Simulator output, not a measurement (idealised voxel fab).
process module | voxel tone inversion
cross-section cut | 200 nm wide | cells 5 nm
A cross-section is a grid of square cells, given in bands from the top down. A band is one or more rows of cells.
Each band's line starts with the height of the band's top and of its bottom, in nm. Then come its materials from left to right, each with its width in nm. One material with "throughout" fills the band from edge to edge. "air" is empty space.
Height 0 is the level under which the wafer as received is all one material. The lowest band goes on downwards, as in "0 down".
A width such as "30 to 40" changes by the same amount from each row of cells to the next, from the band's top row to its bottom row.
"no change" after a step means that no cell of the cross-section changed.
closed voids: empty space of 8 cells or more with no open way to the top, each as width x height at its distance from the left edge, in nm
after a step's settings: what the simulator itself notes on the step
overlay nm, on a step with a mask: how far to the right of its planned place the mask lay; to the left if negative
plan
1 op RECEIVE | material Si
2 op CONFORMAL_DEP | material SiCN | thk nm 5
3 op DIRECTIONAL_DEP | material polySi | thk nm 25
4 op PATTERN | tone cover | mask id POSTS | material resist | width nm 25 | pitch nm 45 | thk nm 30 | overlay nm 0
5 op DIRECTIONAL_ETCH | etch materials polySi | depth nm 25
6 op STRIP | etch materials resist
7 op FILL_DEP | material lowk | thk nm 10
8 op CMP | height nm 30
9 op STRIP | etch materials polySi
10 op CONFORMAL_DEP | material TiN | thk nm 5
11 op FILL_DEP | material Cu | thk nm 10
12 op CMP | height nm 30
13 op CONFORMAL_DEP | material SiN | thk nm 5
as received, after step 1
  0 down: Si throughout
  closed voids: none
first wafer at the end, as planned
  35 to 30: SiN throughout
  30 to 10: lowk 40 | TiN 5 | Cu 15 | TiN 5 | lowk 20 | TiN 5 | Cu 15 | TiN 5 | lowk 20 | TiN 5 | Cu 15 | TiN 5 | lowk 45
  10 to 5: lowk 40 | TiN 25 | lowk 20 | TiN 25 | lowk 20 | TiN 25 | lowk 45
  5 to 0: SiCN throughout
  0 down: Si throughout
  closed voids: none
second wafer at the end: like start, like plan, one mistake
  50 to 45: SiN throughout
  45 to 35: Cu throughout
  35 to 30: TiN 45 | Cu 15 | TiN 30 | Cu 15 | TiN 30 | Cu 15 | TiN 50
  30 to 10: lowk 40 | TiN 5 | Cu 15 | TiN 5 | lowk 20 | TiN 5 | Cu 15 | TiN 5 | lowk 20 | TiN 5 | Cu 15 | TiN 5 | lowk 45
  10 to 5: lowk 40 | TiN 25 | lowk 20 | TiN 25 | lowk 20 | TiN 25 | lowk 45
  5 to 0: SiCN throughout
  0 down: Si throughout
  closed voids: none
what went wrong: step 12 was left out
at the end the second wafer has, in cells: 89 more of Cu | 31 more of TiN
